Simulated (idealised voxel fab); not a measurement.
The following process module bears the name voxel wiring stack.
cross-section cut | 285 nm wide | cells 5 nm
How to read a cross-section here: the picture is a grid of square cells, written as bands going from the top down, and any band can span one or more rows of cells.
Look at the band entry: it leads with the top's height and the bottom's height in nm. Then it lists the materials left to right, with a width in nm for each. The word "edge to edge" on a single material says that material fills the band edge to edge. The word "blank" is empty space.
Heads up on the height convention: 0 is the point under which the incoming wafer is all one material, and the lowest band has no bottom, it just keeps going down, like "z 0 and below".
Note: "30 to 40" means the width goes from the first number (top row of the band) to the second number (bottom row) in equal steps per row of cells.
Reading "nothing got changed" for a step: not a cell of the cross-section changed in it.
Enclosed voids (no open way to top), threshold 8 cells or more, entry "Completely sealed voids", notation width x height at distance, distance from left edge, nm.
That trailing text on a step's line, after the settings, is the simulator's own remark on the step.
"overlay nm", when on a step's line for a step with a mask, measures how far to the right of its planned place the mask lay; a negative measure means to the left.

The planned process steps are enumerated hereunder
1: RECEIVE with material Si
2: CONFORMAL_DEP with material SiO2, thk nm 15
3: CONFORMAL_DEP with material SiCN, thk nm 5
4: DIRECTIONAL_DEP with material SiO2, thk nm 25
5: MASKED_ETCH with tone open, mask id METAL_1, width nm 25, pitch nm 40, etch materials SiO2, depth nm 25, overlay nm 0
6: MASKED_ETCH with tone open, mask id METAL_1, width nm 25, pitch nm 40, etch materials SiCN, depth nm 5, overlay nm 0
7: CONFORMAL_DEP with material TiN, thk nm 5
8: FILL_DEP with material Ru, thk nm 10
9: CMP with height nm 45
10: EPI with material Ru, thk nm 5
11: FILL_DEP with material SiCN, thk nm 5
12: DIRECTIONAL_DEP with material lowk, thk nm 35
13: MASKED_ETCH with tone open, mask id METAL_2, width nm 25, pitch nm 40, etch materials lowk, depth nm 20, overlay nm 0
14: MASKED_ETCH with tone open, mask id METAL_2_HOLES, width nm 15, pitch nm 80, etch materials lowk, depth nm 15, overlay nm 0
15: MASKED_ETCH with tone open, mask id METAL_2_HOLES, width nm 15, pitch nm 80, etch materials SiCN, depth nm 5, overlay nm 0
16: CONFORMAL_DEP with material TiN, thk nm 5
17: FILL_DEP with material Cu, thk nm 5
18: CMP with height nm 90
19: CONFORMAL_DEP with material SiCN, thk nm 5
20: DIRECTIONAL_DEP with material SiO2, thk nm 10
21: DIRECTIONAL_DEP with material aC, thk nm 15
22: PATTERN with tone open, mask id PLUG_2, material resist, width nm 15, pitch nm 40, thk nm 35, overlay nm 0
23: DIRECTIONAL_ETCH with etch materials aC, depth nm 15
24: STRIP with etch materials resist
25: DIRECTIONAL_ETCH with etch materials SiO2, depth nm 10
26: DIRECTIONAL_ETCH with etch materials SiCN, depth nm 5
27: STRIP with etch materials aC
28: EPI with material Ru, thk nm 10
29: EPI with material Ru, thk nm 5
30: CONFORMAL_DEP with material SiN, thk nm 5
31: DIRECTIONAL_DEP with material lowk, thk nm 20
32: DIRECTIONAL_DEP with material aC, thk nm 10
33: PATTERN with tone open, mask id METAL_3, material resist, width nm 25, pitch nm 40, thk nm 30, overlay nm 0
34: DIRECTIONAL_ETCH with etch materials aC, depth nm 10
35: STRIP with etch materials resist
36: DIRECTIONAL_ETCH with etch materials lowk, depth nm 20
37: DIRECTIONAL_ETCH with etch materials SiN, depth nm 5
38: STRIP with etch materials aC
39: CONFORMAL_DEP with material TiN, thk nm 5
40: FILL_DEP with material W, thk nm 10
41: CMP with height nm 130
42: CONFORMAL_DEP with material SiCN, thk nm 5
43: DIRECTIONAL_DEP with material lowk, thk nm 15
44: DIRECTIONAL_DEP with material aC, thk nm 15
45: PATTERN with tone open, mask id PLUG_3, material resist, width nm 15, pitch nm 80, thk nm 35, overlay nm 0
46: DIRECTIONAL_ETCH with etch materials aC, depth nm 15
47: STRIP with etch materials resist
48: DIRECTIONAL_ETCH with etch materials lowk, depth nm 15
49: DIRECTIONAL_ETCH with etch materials SiCN, depth nm 5
50: STRIP with etch materials aC
51: EPI with material Ru, thk nm 10
52: EPI with material Ru, thk nm 10
53: DIRECTIONAL_DEP with material TiN, thk nm 5
54: DIRECTIONAL_DEP with material Ru, thk nm 15
55: MASKED_ETCH with tone cover, mask id METAL_4, width nm 25, pitch nm 40, etch materials Ru, depth nm 15, overlay nm 0
56: MASKED_ETCH with tone cover, mask id METAL_4, width nm 25, pitch nm 40, etch materials TiN, depth nm 5, overlay nm 0
57: CONFORMAL_DEP with material SiCN, thk nm 5
58: FILL_DEP with material lowk, thk nm 10
59: CMP with height nm 170
60: CONFORMAL_DEP with material SiCN, thk nm 5

Delivered wafer in cross-section: state after step 1
- z 0 and below = Si edge to edge
- Completely sealed voids: none

First of two wafers, end-of-module section, run followed plan
- z 175 to 170 = SiCN edge to edge
- z 170 to 155 = 65 of lowk | 5 of SiCN | 25 of Ru | 5 of SiCN | 5 of lowk | 5 of SiCN | 25 of Ru | 5 of SiCN | 5 of lowk | 5 of SiCN | 25 of Ru | 5 of SiCN | 5 of lowk | 5 of SiCN | 25 of Ru | 5 of SiCN | 65 of lowk
- z 155 to 150 = 70 of SiCN | 25 of TiN | 15 of SiCN | 25 of TiN | 15 of SiCN | 25 of TiN | 15 of SiCN | 25 of TiN | 70 of SiCN
- z 150 to 135 = 70 of lowk | 15 of Ru | 65 of lowk | 15 of Ru | 120 of lowk
- z 135 to 130 = 70 of SiCN | 15 of Ru | 65 of SiCN | 15 of Ru | 120 of SiCN
- z 130 to 110 = 70 of lowk | 5 of TiN | 15 of W | 5 of TiN | 15 of lowk | 5 of TiN | 15 of W | 5 of TiN | 15 of lowk | 5 of TiN | 15 of W | 5 of TiN | 15 of lowk | 5 of TiN | 15 of W | 5 of TiN | 70 of lowk
- z 110 to 105 = 70 of SiN | 25 of TiN | 15 of SiN | 25 of TiN | 15 of SiN | 25 of TiN | 15 of SiN | 25 of TiN | 70 of SiN
- z 105 to 95 = 70 of SiO2 | 15 of Ru | 25 of SiO2 | 15 of Ru | 25 of SiO2 | 15 of Ru | 25 of SiO2 | 15 of Ru | 80 of SiO2
- z 95 to 90 = 70 of SiCN | 15 of Ru | 25 of SiCN | 15 of Ru | 25 of SiCN | 15 of Ru | 25 of SiCN | 15 of Ru | 80 of SiCN
- z 90 to 75 = 70 of lowk | 5 of TiN | 15 of Cu | 5 of TiN | 15 of lowk | 5 of TiN | 15 of Cu | 5 of TiN | 15 of lowk | 5 of TiN | 15 of Cu | 5 of TiN | 15 of lowk | 5 of TiN | 15 of Cu | 5 of TiN | 70 of lowk
- z 75 to 70 = 70 of lowk | 5 of TiN | 5 of Cu | 15 of TiN | 15 of lowk | 25 of TiN | 15 of lowk | 5 of TiN | 5 of Cu | 15 of TiN | 15 of lowk | 25 of TiN | 70 of lowk
- z 70 to 55 = 70 of lowk | 5 of TiN | 5 of Cu | 5 of TiN | 65 of lowk | 5 of TiN | 5 of Cu | 5 of TiN | 120 of lowk
- z 55 to 50 = 70 of SiCN | 15 of TiN | 65 of SiCN | 15 of TiN | 120 of SiCN
- z 50 to 45 = 65 of SiCN | 35 of Ru | 5 of SiCN | 35 of Ru | 5 of SiCN | 35 of Ru | 5 of SiCN | 35 of Ru | 65 of SiCN
- z 45 to 20 = 70 of SiO2 | 5 of TiN | 15 of Ru | 5 of TiN | 15 of SiO2 | 5 of TiN | 15 of Ru | 5 of TiN | 15 of SiO2 | 5 of TiN | 15 of Ru | 5 of TiN | 15 of SiO2 | 5 of TiN | 15 of Ru | 5 of TiN | 70 of SiO2
- z 20 to 15 = 70 of SiCN | 25 of TiN | 15 of SiCN | 25 of TiN | 15 of SiCN | 25 of TiN | 15 of SiCN | 25 of TiN | 70 of SiCN
- z 15 to 0 = SiO2 edge to edge
- z 0 and below = Si edge to edge
- Completely sealed voids: none

Cross-section, second wafer: same start as the first, same plan as the first, one mistake in running it; taken at the end of the module
- z 175 to 170 = SiCN edge to edge
- z 170 to 160 = 70 of Ru | 5 of SiCN | 15 of lowk | 5 of SiCN | 15 of Ru | 5 of SiCN | 15 of lowk | 5 of SiCN | 15 of Ru | 5 of SiCN | 15 of lowk | 5 of SiCN | 15 of Ru | 5 of SiCN | 15 of lowk | 5 of SiCN | 70 of Ru
- z 160 to 155 = 70 of Ru | 25 of SiCN | 15 of Ru | 25 of SiCN | 15 of Ru | 25 of SiCN | 15 of Ru | 25 of SiCN | 70 of Ru
- z 155 to 150 = TiN edge to edge
- z 150 to 135 = 70 of lowk | 15 of Ru | 65 of lowk | 15 of Ru | 120 of lowk
- z 135 to 130 = 70 of SiCN | 15 of Ru | 65 of SiCN | 15 of Ru | 120 of SiCN
- z 130 to 110 = 70 of lowk | 5 of TiN | 15 of W | 5 of TiN | 15 of lowk | 5 of TiN | 15 of W | 5 of TiN | 15 of lowk | 5 of TiN | 15 of W | 5 of TiN | 15 of lowk | 5 of TiN | 15 of W | 5 of TiN | 70 of lowk
- z 110 to 105 = 70 of SiN | 25 of TiN | 15 of SiN | 25 of TiN | 15 of SiN | 25 of TiN | 15 of SiN | 25 of TiN | 70 of SiN
- z 105 to 95 = 70 of SiO2 | 15 of Ru | 25 of SiO2 | 15 of Ru | 25 of SiO2 | 15 of Ru | 25 of SiO2 | 15 of Ru | 80 of SiO2
- z 95 to 90 = 70 of SiCN | 15 of Ru | 25 of SiCN | 15 of Ru | 25 of SiCN | 15 of Ru | 25 of SiCN | 15 of Ru | 80 of SiCN
- z 90 to 75 = 70 of lowk | 5 of TiN | 15 of Cu | 5 of TiN | 15 of lowk | 5 of TiN | 15 of Cu | 5 of TiN | 15 of lowk | 5 of TiN | 15 of Cu | 5 of TiN | 15 of lowk | 5 of TiN | 15 of Cu | 5 of TiN | 70 of lowk
- z 75 to 70 = 70 of lowk | 5 of TiN | 5 of Cu | 15 of TiN | 15 of lowk | 25 of TiN | 15 of lowk | 5 of TiN | 5 of Cu | 15 of TiN | 15 of lowk | 25 of TiN | 70 of lowk
- z 70 to 55 = 70 of lowk | 5 of TiN | 5 of Cu | 5 of TiN | 65 of lowk | 5 of TiN | 5 of Cu | 5 of TiN | 120 of lowk
- z 55 to 50 = 70 of SiCN | 15 of TiN | 65 of SiCN | 15 of TiN | 120 of SiCN
- z 50 to 45 = 65 of SiCN | 35 of Ru | 5 of SiCN | 35 of Ru | 5 of SiCN | 35 of Ru | 5 of SiCN | 35 of Ru | 65 of SiCN
- z 45 to 20 = 70 of SiO2 | 5 of TiN | 15 of Ru | 5 of TiN | 15 of SiO2 | 5 of TiN | 15 of Ru | 5 of TiN | 15 of SiO2 | 5 of TiN | 15 of Ru | 5 of TiN | 15 of SiO2 | 5 of TiN | 15 of Ru | 5 of TiN | 70 of SiO2
- z 20 to 15 = 70 of SiCN | 25 of TiN | 15 of SiCN | 25 of TiN | 15 of SiCN | 25 of TiN | 15 of SiCN | 25 of TiN | 70 of SiCN
- z 15 to 0 = SiO2 edge to edge
- z 0 and below = Si edge to edge
- Completely sealed voids: none
Here's what went sideways: not per plan at step 55, really ran MASKED_ETCH with tone open, mask id METAL_4, width nm 25, pitch nm 40, etch materials Ru, depth nm 15, overlay nm 0
Per the end-of-run cell counts, the second wafer holds more or fewer of some materials than the first: Ru: 51 more | SiCN: 25 fewer | TiN: 37 more | lowk: 63 fewer
